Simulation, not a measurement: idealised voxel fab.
The process module presented herein is designated voxel self aligned vias.
Square cell edge 5 nm, section width 170 nm, ID cut.
Cross-section spec: square-cell grid; bands listed top down; each band is one or more rows. Within each band entry, the heights of the top and of the bottom of the band appear first, in that order and in nm; the materials of the band then follow from left to right, each with its corresponding width in nm. The designation "everywhere" on a single material indicates that it fills the band from edge to edge; the designation "empty" indicates empty space. We count height from 0. Below that, the starting wafer is all one material. The lowest band never ends at the bottom but goes on down; see "top 0, no bottom" for how that is written. A width such as "30..40" changes by the same amount from each row of cells to the next, from the band's top row to its bottom row. Step note "no modification" = no cross-section cell changed. You'll see "Sealed-off cavities" listing empty spaces that have no way open to the top, as long as they're 8 cells or more; the notation is width x height at distance, where the distance is from the left edge, and all of it is in nm. Whatever follows a step's settings on its line is a remark the simulator itself makes about that step. For masked steps, "overlay nm" on the step line gives how far right of plan the mask actually lay; a minus sign means it lay to the left.

Planned process steps:
1) RECEIVE with material Si
2) CONFORMAL_DEP with material SiO2, thk nm 15
3) CONFORMAL_DEP with material SiCN, thk nm 5
4) DIRECTIONAL_DEP with material lowk, thk nm 30
5) MASKED_ETCH with tone open, mask id LINES, width nm 20, pitch nm 50, etch materials lowk, depth nm 30, overlay nm 0
6) CONFORMAL_DEP with material TiN, thk nm 5
7) FILL_DEP with material Ru, thk nm 10
8) CMP with height nm 50
9) SELECTIVE_ETCH with etch materials W Ru TiN, depth nm 5
10) FILL_DEP with material SiN, thk nm 10
11) CMP with height nm 50
12) DIRECTIONAL_DEP with material lowk, thk nm 15
13) MASKED_ETCH with tone open, mask id VIAS, width nm 30, pitch nm 50, etch materials lowk, depth nm 15, overlay nm 0
14) MASKED_ETCH with tone open, mask id VIAS, width nm 30, pitch nm 50, etch materials SiN, depth nm 5, overlay nm 0
15) CONFORMAL_DEP with material TiN, thk nm 5
16) FILL_DEP with material Cu, thk nm 5
17) CMP with height nm 65
18) CONFORMAL_DEP with material SiN, thk nm 5

Cross-section: wafer on arrival = after step 1:
- top 0, no bottom | Si everywhere
- Sealed-off cavities: none

Cross-section taken at module completion on the first of two wafers; processed per the plan:
- top 70, bottom 65 | SiN everywhere
- top 65, bottom 55 | lowk=45, TiN=5, Cu=20, TiN=5, lowk=20, TiN=5, Cu=20, TiN=5, lowk=45
- top 55, bottom 50 | lowk=45, TiN=10, Cu=10, TiN=10, lowk=20, TiN=10, Cu=10, TiN=10, lowk=45
- top 50, bottom 45 | lowk=50, TiN=20, lowk=30, TiN=20, lowk=50
- top 45, bottom 25 | lowk=50, TiN=5, Ru=10, TiN=5, lowk=30, TiN=5, Ru=10, TiN=5, lowk=50
- top 25, bottom 20 | lowk=50, TiN=20, lowk=30, TiN=20, lowk=50
- top 20, bottom 15 | SiCN everywhere
- top 15, bottom 0 | SiO2 everywhere
- top 0, no bottom | Si everywhere
- Sealed-off cavities: none

Cross-section at end of module for the second wafer of two, which matched the first in starting point and plan and differed by one mistake in its processing:
- top 80, bottom 65 | SiN everywhere
- top 65, bottom 55 | lowk=45, TiN=5, Cu=20, TiN=5, lowk=20, TiN=5, Cu=20, TiN=5, lowk=45
- top 55, bottom 50 | lowk=45, TiN=10, Cu=10, TiN=10, lowk=20, TiN=10, Cu=10, TiN=10, lowk=45
- top 50, bottom 45 | lowk=50, TiN=20, lowk=30, TiN=20, lowk=50
- top 45, bottom 25 | lowk=50, TiN=5, Ru=10, TiN=5, lowk=30, TiN=5, Ru=10, TiN=5, lowk=50
- top 25, bottom 20 | lowk=50, TiN=20, lowk=30, TiN=20, lowk=50
- top 20, bottom 15 | SiCN everywhere
- top 15, bottom 0 | SiO2 everywhere
- top 0, no bottom | Si everywhere
- Sealed-off cavities: none
Short version of what went wrong: it should be noted that step 18 was executed with settings other than those planned, the operation and settings actually applied being CONFORMAL_DEP with material SiN, thk nm 15
Upon completion, the second wafer contains, in terms of cells, a greater or smaller amount of certain materials than the first wafer: 68 more of SiN
